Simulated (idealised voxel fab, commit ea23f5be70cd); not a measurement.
Process module in this document: voxel self aligned vias
Section shown: cut. Width: 205 nm. Cell size: 5 nm, square.
Cross-sections here: square-cell grids, written as top-down lists of bands, a band being one or more rows of cells. Quick guide to a band line: top height, bottom height (nm) up front; then every material left to right with its width in nm. Only one material and it's marked "full width"? Then it fills the band edge to edge. And "air" just means empty space. Convention: height 0 is the level below which the wafer, as received, is all one material. The lowest band does not terminate at the bottom but continues downward, represented as "0 nm and below". Per-row width for "30 to 40": begins at first number (top row of band), ends at second number (bottom row), increment between rows held constant. Step note "nothing got changed" = no cross-section cell changed. Voids not open to the top, 8 cells minimum: see "Enclosed void inventory". Written width x height at distance; distance is from the left edge; nm. Formally, on a step line, whatever follows the settings is a remark that the simulator itself makes on the step. For masked steps, "overlay nm" on the step line gives how far right of plan the mask actually lay; a minus sign means it lay to the left. Read the rest as pairs. Take the cross-section before one process step, then the cross-section after it, which shows only down to the lowest band that changed. Under the pair, find the step between them and its settings. Bear in mind that pairs may come from different runs of this module on the same starting wafer: link a pair to the pair above it only where its entry headed "before" says to.
before:
  50 nm to 35 nm  45 nm lowk / 45 nm air / 115 nm lowk
  35 nm to 25 nm  45 nm SiN / 10 nm air / 25 nm lowk / 10 nm air / 30 nm SiN / 25 nm lowk / 60 nm SiN
  25 nm to 20 nm  50 nm Ru / 5 nm TiN / 25 nm lowk / 5 nm TiN / 30 nm Ru / 5 nm TiN / 25 nm lowk / 5 nm TiN / 55 nm Ru
  20 nm to 15 nm  55 nm TiN / 25 nm lowk / 40 nm TiN / 25 nm lowk / 60 nm TiN
  15 nm to 10 nm  SiCN full width
  10 nm to 0 nm  SiO2 full width
  0 nm and below  Si full width
  Enclosed void inventory: none
Step Outcome:
  55 nm to 50 nm  50 nm TiN / 35 nm air / 120 nm TiN
  50 nm to 40 nm  45 nm lowk / 5 nm TiN / 35 nm air / 5 nm TiN / 115 nm lowk
  40 nm to 35 nm  45 nm lowk / 45 nm TiN / 115 nm lowk
  35 nm to 25 nm  45 nm SiN / 10 nm TiN / 25 nm lowk / 10 nm TiN / 30 nm SiN / 25 nm lowk / 60 nm SiN
  Below a height of 25, the structure has not been altered.
  Enclosed void inventory: none
Quick note on the step between the two cross-sections above: CONFORMAL_DEP [material TiN] [thk nm 5]
before: starting point is the after cross-section of the pair just above.
Step Outcome:
  60 nm to 55 nm  Cu full width
  55 nm to 50 nm  50 nm TiN / 35 nm Cu / 120 nm TiN
  50 nm to 40 nm  45 nm lowk / 5 nm TiN / 35 nm Cu / 5 nm TiN / 115 nm lowk
  Below a height of 40, the structure has not been altered.
  Enclosed void inventory: none
Quick note on the step between the two cross-sections above: FILL_DEP [material Cu] [thk nm 5]
before: starting point is the after cross-section of the pair just above.
Step Outcome:
  50 nm to 40 nm  45 nm lowk / 5 nm TiN / 35 nm Cu / 5 nm TiN / 115 nm lowk
  Below a height of 40, the structure has not been altered.
  Enclosed void inventory: none
Quick note on the step between the two cross-sections above: CMP [height nm 50]
before: starting point is the after cross-section of the pair just above.
Step Outcome:
  55 nm to 50 nm  SiN full width
  Below a height of 50, the structure has not been altered.
  Enclosed void inventory: none
Quick note on the step between the two cross-sections above: CONFORMAL_DEP [material SiN] [thk nm 5]
